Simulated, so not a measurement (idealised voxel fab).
Process module under the name voxel gate over fins
For reference, the cross-section in this document is cut, with width 300 nm and square cells of 5 nm.
Cross-section, as written here: a square-cell grid given band by band from the top down, where a band holds one or more rows of cells. Each band's line starts with the height of the band's top and of its bottom, in nm. Then come its materials from left to right, each with its width in nm. One material with "everywhere" fills the band from edge to edge. "blank" is empty space. Height 0 is the level under which the wafer as received is all one material. The lowest band goes on downwards, as in "from 0 down". Think of "30->40" as a width that walks from the first number to the second as you go down the band, top row to bottom row, taking equal-sized steps from row to row. "no modification" for a step: no cell of the cross-section changed in that step. Entry "Unvented cavities" = empty spaces >= 8 cells with no open way to the top; each as width x height at distance, distance from left edge, all nm. It should be noted that, on the line of a given step, the content following the step's settings is a remark produced by the simulator itself with respect to that step. A step's line can hold "overlay nm"; with a mask on that step, the setting says how far right of the planned place the mask lay, while a negative setting says it lay to the left.
-- Set out below are the planned steps of the process
1 RECEIVE | material Si
2 CONFORMAL_DEP | material SiN | thk nm 5
3 MASKED_ETCH | tone cover | mask id FINS | width nm 15 | pitch nm 40 | etch materials SiN | depth nm 5 | overlay nm 0
4 MASKED_ETCH | tone cover | mask id FINS | width nm 15 | pitch nm 40 | etch materials Si | depth nm 40 | overlay nm 0
5 OXIDIZE | depth nm 5
6 FILL_DEP | material SiO2 | thk nm 15
7 CMP | height nm 5
8 SELECTIVE_ETCH | etch materials SiO2 | depth nm 20
9 STRIP | etch materials SiN
10 CONFORMAL_DEP | material HfO2 | thk nm 5
11 CONFORMAL_DEP | material TiN | thk nm 5
12 FILL_DEP | material W | thk nm 15
13 CMP | height nm 20
14 CONFORMAL_DEP | material SiN | thk nm 5
-- First wafer, two in total, run as planned
-- Cross-section of the wafer upon arrival, representing the state reached after step 1
	from 0 down: Si everywhere
	Unvented cavities: none
-- Cross-section of the wafer subsequent to step 2
	from 5 to 0: SiN everywhere
	Note: structure below 0 unchanged.
-- Cross-section of the wafer subsequent to step 3
	from 5 to 0: 100 of blank; 15 of SiN; 25 of blank; 15 of SiN; 25 of blank; 15 of SiN; 105 of blank
	Note: structure below 0 unchanged.
-- Cross-section of the wafer subsequent to step 4
	from 5 to 0: 100 of blank; 15 of SiN; 25 of blank; 15 of SiN; 25 of blank; 15 of SiN; 105 of blank
	from 0 to -40: 100 of blank; 15 of Si; 25 of blank; 15 of Si; 25 of blank; 15 of Si; 105 of blank
	Note: structure below -40 unchanged.
-- Cross-section of the wafer subsequent to step 5
	from 5 to 0: 100 of blank; 15 of SiN; 25 of blank; 15 of SiN; 25 of blank; 15 of SiN; 105 of blank
	from 0 to -40: 100 of blank; 5 of SiO2; 5 of Si; 5 of SiO2; 25 of blank; 5 of SiO2; 5 of Si; 5 of SiO2; 25 of blank; 5 of SiO2; 5 of Si; 5 of SiO2; 105 of blank
	from -40 to -45: 105 of SiO2; 5 of Si; 35 of SiO2; 5 of Si; 35 of SiO2; 5 of Si; 110 of SiO2
	Note: structure below -45 unchanged.
-- Cross-section of the wafer subsequent to step 6
	from 20 to 5: SiO2 everywhere
	from 5 to 0: 100 of SiO2; 15 of SiN; 25 of SiO2; 15 of SiN; 25 of SiO2; 15 of SiN; 105 of SiO2
	from 0 to -45: 105 of SiO2; 5 of Si; 35 of SiO2; 5 of Si; 35 of SiO2; 5 of Si; 110 of SiO2
	Note: structure below -45 unchanged.
-- Cross-section of the wafer subsequent to step 7
	from 5 to 0: 100 of SiO2; 15 of SiN; 25 of SiO2; 15 of SiN; 25 of SiO2; 15 of SiN; 105 of SiO2
	Note: structure below 0 unchanged.
-- Cross-section of the wafer subsequent to step 8
	from 5 to 0: 100 of blank; 15 of SiN; 25 of blank; 15 of SiN; 25 of blank; 15 of SiN; 105 of blank
	from 0 to -15: 105 of blank; 5 of Si; 35 of blank; 5 of Si; 35 of blank; 5 of Si; 110 of blank
	Note: structure below -15 unchanged.
-- Cross-section of the wafer subsequent to step 9
	from 0 to -15: 105 of blank; 5 of Si; 35 of blank; 5 of Si; 35 of blank; 5 of Si; 110 of blank
	Note: structure below -15 unchanged.
-- Cross-section of the wafer subsequent to step 10
	from 5 to 0: 100 of blank; 15 of HfO2; 25 of blank; 15 of HfO2; 25 of blank; 15 of HfO2; 105 of blank
	from 0 to -10: 100 of blank; 5 of HfO2; 5 of Si; 5 of HfO2; 25 of blank; 5 of HfO2; 5 of Si; 5 of HfO2; 25 of blank; 5 of HfO2; 5 of Si; 5 of HfO2; 105 of blank
	from -10 to -15: 105 of HfO2; 5 of Si; 35 of HfO2; 5 of Si; 35 of HfO2; 5 of Si; 110 of HfO2
	Note: structure below -15 unchanged.
-- Cross-section of the wafer subsequent to step 11
	from 10 to 5: 95 of blank; 25 of TiN; 15 of blank; 25 of TiN; 15 of blank; 25 of TiN; 100 of blank
	from 5 to 0: 95 of blank; 5 of TiN; 15 of HfO2; 5 of TiN; 15 of blank; 5 of TiN; 15 of HfO2; 5 of TiN; 15 of blank; 5 of TiN; 15 of HfO2; 5 of TiN; 100 of blank
	from 0 to -5: 95 of blank; 5 of TiN; 5 of HfO2; 5 of Si; 5 of HfO2; 5 of TiN; 15 of blank; 5 of TiN; 5 of HfO2; 5 of Si; 5 of HfO2; 5 of TiN; 15 of blank; 5 of TiN; 5 of HfO2; 5 of Si; 5 of HfO2; 5 of TiN; 100 of blank
	from -5 to -10: 100 of TiN; 5 of HfO2; 5 of Si; 5 of HfO2; 25 of TiN; 5 of HfO2; 5 of Si; 5 of HfO2; 25 of TiN; 5 of HfO2; 5 of Si; 5 of HfO2; 105 of TiN
	Note: structure below -10 unchanged.
-- Cross-section of the wafer subsequent to step 12
	from 25 to 10: W everywhere
	from 10 to 5: 95 of W; 25 of TiN; 15 of W; 25 of TiN; 15 of W; 25 of TiN; 100 of W
	from 5 to 0: 95 of W; 5 of TiN; 15 of HfO2; 5 of TiN; 15 of W; 5 of TiN; 15 of HfO2; 5 of TiN; 15 of W; 5 of TiN; 15 of HfO2; 5 of TiN; 100 of W
	from 0 to -5: 95 of W; 5 of TiN; 5 of HfO2; 5 of Si; 5 of HfO2; 5 of TiN; 15 of W; 5 of TiN; 5 of HfO2; 5 of Si; 5 of HfO2; 5 of TiN; 15 of W; 5 of TiN; 5 of HfO2; 5 of Si; 5 of HfO2; 5 of TiN; 100 of W
	Note: structure below -5 unchanged.
-- Cross-section of the wafer subsequent to step 13
	from 20 to 10: W everywhere
	Note: structure below 10 unchanged.
-- Cross-section of the wafer subsequent to step 14
	from 25 to 20: SiN everywhere
	Note: structure below 20 unchanged.
-- Second wafer. Start and plan as for the first. One mistake made in running. Agrees with the first up to and including step 2
-- Second wafer cross-section, taken as of the time the plan sets for step 3 to be done
	from 5 to 0: 100 of SiN; 15 of blank; 25 of SiN; 15 of blank; 25 of SiN; 15 of blank; 105 of SiN
	Note: structure below 0 unchanged.
Second wafer cross-section, taken as of the time the plan sets for step 4 to be done: no modification
-- Second wafer cross-section, taken as of the time the plan sets for step 5 to be done
	from 5 to 0: 100 of SiN; 15 of blank; 25 of SiN; 15 of blank; 25 of SiN; 15 of blank; 105 of SiN
	from 0 to -5: 95 of Si; 25 of SiO2; 15 of Si; 25 of SiO2; 15 of Si; 25 of SiO2; 100 of Si
	Note: structure below -5 unchanged.
-- Second wafer cross-section, taken as of the time the plan sets for step 6 to be done
	from 20 to 5: SiO2 everywhere
	from 5 to 0: 100 of SiN; 15 of SiO2; 25 of SiN; 15 of SiO2; 25 of SiN; 15 of SiO2; 105 of SiN
	Note: structure below 0 unchanged.
-- Second wafer cross-section, taken as of the time the plan sets for step 7 to be done
	from 5 to 0: 100 of SiN; 15 of SiO2; 25 of SiN; 15 of SiO2; 25 of SiN; 15 of SiO2; 105 of SiN
	Note: structure below 0 unchanged.
-- Second wafer cross-section, taken as of the time the plan sets for step 8 to be done
	from 5 to 0: 100 of SiN; 15 of blank; 25 of SiN; 15 of blank; 25 of SiN; 15 of blank; 105 of SiN
	from 0 to -5: 95 of Si; 25 of blank; 15 of Si; 25 of blank; 15 of Si; 25 of blank; 100 of Si
	Note: structure below -5 unchanged.
-- Second wafer cross-section, taken as of the time the plan sets for step 9 to be done
	from 0 to -5: 95 of Si; 25 of blank; 15 of Si; 25 of blank; 15 of Si; 25 of blank; 100 of Si
	Note: structure below -5 unchanged.
-- Second wafer cross-section, taken as of the time the plan sets for step 10 to be done
	from 5 to 0: 100 of HfO2; 15 of blank; 25 of HfO2; 15 of blank; 25 of HfO2; 15 of blank; 105 of HfO2
	from 0 to -5: 95 of Si; 25 of HfO2; 15 of Si; 25 of HfO2; 15 of Si; 25 of HfO2; 100 of Si
	Note: structure below -5 unchanged.
-- Second wafer cross-section, taken as of the time the plan sets for step 11 to be done
	from 10 to 5: 105 of TiN; 5 of blank; 35 of TiN; 5 of blank; 35 of TiN; 5 of blank; 110 of TiN
	from 5 to 0: 100 of HfO2; 15 of TiN; 25 of HfO2; 15 of TiN; 25 of HfO2; 15 of TiN; 105 of HfO2
	Note: structure below 0 unchanged.
-- Second wafer cross-section, taken as of the time the plan sets for step 12 to be done
	from 25 to 10: W everywhere
	from 10 to 5: 105 of TiN; 5 of W; 35 of TiN; 5 of W; 35 of TiN; 5 of W; 110 of TiN
	Note: structure below 5 unchanged.
-- Second wafer cross-section, taken as of the time the plan sets for step 13 to be done
	from 20 to 10: W everywhere
	Note: structure below 10 unchanged.
-- Second wafer cross-section, taken as of the time the plan sets for step 14 to be done
	from 25 to 20: SiN everywhere
	Note: structure below 20 unchanged.
The mistake made against the process plan was this: step 3, actual vs plan mismatch, actual run MASKED_ETCH | tone open | mask id FINS | width nm 15 | pitch nm 40 | etch materials SiN | depth nm 5 | overlay nm 0
Materials where the second wafer ends with more or fewer cells than the first: HfO2: 12 fewer; Si: 498 more; SiO2: 342 fewer; TiN: 12 fewer; W: 132 fewer
